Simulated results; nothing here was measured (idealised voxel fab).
Process module heading - voxel ribs on slabs
Section shown: cut. Width: 145 nm. Cell size: 5 nm, square.
Just so we're on the same page, the cross-sections are grids of square cells, and they're listed out in bands top to bottom, each band one or more rows deep. The band entry comprises the height of the band's top followed by the height of its bottom, expressed in nm, and subsequently the band's materials from left to right, each stated together with its width in nm. Where a single material is marked with the word "edge to edge", that material fills the band from edge to edge. The word "empty" represents empty space. A quick word on heights: they are counted from 0, and under that level the wafer as it came to us is one material throughout. The lowest band is different from the rest in having no bottom; it simply continues downward, written as in "from 0 down". Graded width ("30 to 40"): value in top row of band = first number; value in bottom row = second number; row-to-row change constant. For the purposes of this document, the phrase "remained unchanged" attached to a step denotes that no cell within the cross-section was modified by that step. Entry "Unvented cavities". Content: empty spaces with no open connection to the top, size 8 cells or greater. Each: width x height at distance. Distance: from left edge. Unit: nm. Past the settings on a step's line: simulator remark, on that step. The "overlay nm" setting may appear on a step's line; for a step that uses a mask, it gives how far to the right of its planned position the mask lay, and a negative value indicates the left.
# The planned process steps are enumerated hereunder
1 RECEIVE [material Si]
2 DIRECTIONAL_DEP [material SiO2] [thk nm 25]
3 DIRECTIONAL_DEP [material polySi] [thk nm 20]
4 DIRECTIONAL_DEP [material aC] [thk nm 15]
5 PATTERN [tone cover] [mask id RIB] [material resist] [width nm 30] [thk nm 30] [overlay nm 0]
6 DIRECTIONAL_ETCH [etch materials aC] [depth nm 15]
7 STRIP [etch materials resist]
8 DIRECTIONAL_ETCH [etch materials polySi] [depth nm 10]
9 STRIP [etch materials aC]
10 DIRECTIONAL_DEP [material aC] [thk nm 10]
11 PATTERN [tone cover] [mask id SLAB] [material resist] [width nm 80] [thk nm 25] [overlay nm 0]
12 DIRECTIONAL_ETCH [etch materials aC] [depth nm 10]
13 STRIP [etch materials resist]
14 DIRECTIONAL_ETCH [etch materials polySi] [depth nm 10]
15 STRIP [etch materials aC]
16 FILL_DEP [material SiO2] [thk nm 20]
17 CMP [height nm 55]
18 DIRECTIONAL_DEP [material W] [thk nm 5]
19 DIRECTIONAL_DEP [material aC] [thk nm 15]
20 PATTERN [tone cover] [mask id HEATER] [material resist] [width nm 40] [thk nm 30] [overlay nm 0]
21 DIRECTIONAL_ETCH [etch materials aC] [depth nm 15]
22 STRIP [etch materials resist]
23 DIRECTIONAL_ETCH [etch materials W] [depth nm 5]
24 STRIP [etch materials aC]
25 CONFORMAL_DEP [material SiO2] [thk nm 10]
# Cross-sectional view of the wafer in its as-received condition, corresponding to the state after step 1
* from 0 down: Si edge to edge
* Unvented cavities: none
# The cross-section shown corresponds to the wafer at the conclusion of the module. The initial structure and the process plan are those presented above; however, one mistake occurred in executing the plan
* from 70 to 65: 35 empty / 70 SiO2 / 40 empty
* from 65 to 60: SiO2 edge to edge
* from 60 to 55: 45 SiO2 / 50 W / 50 SiO2
* from 55 to 45: SiO2 edge to edge
* from 45 to 35: 55 SiO2 / 30 polySi / 60 SiO2
* from 35 to 25: 30 SiO2 / 80 polySi / 35 SiO2
* from 25 to 0: SiO2 edge to edge
* from 0 down: Si edge to edge
* Unvented cavities: none
The plan and the run diverged here: step 20 went in with a setting other than planned; the actual run was PATTERN [tone cover] [mask id HEATER] [material resist] [width nm 50] [thk nm 30] [overlay nm 0]
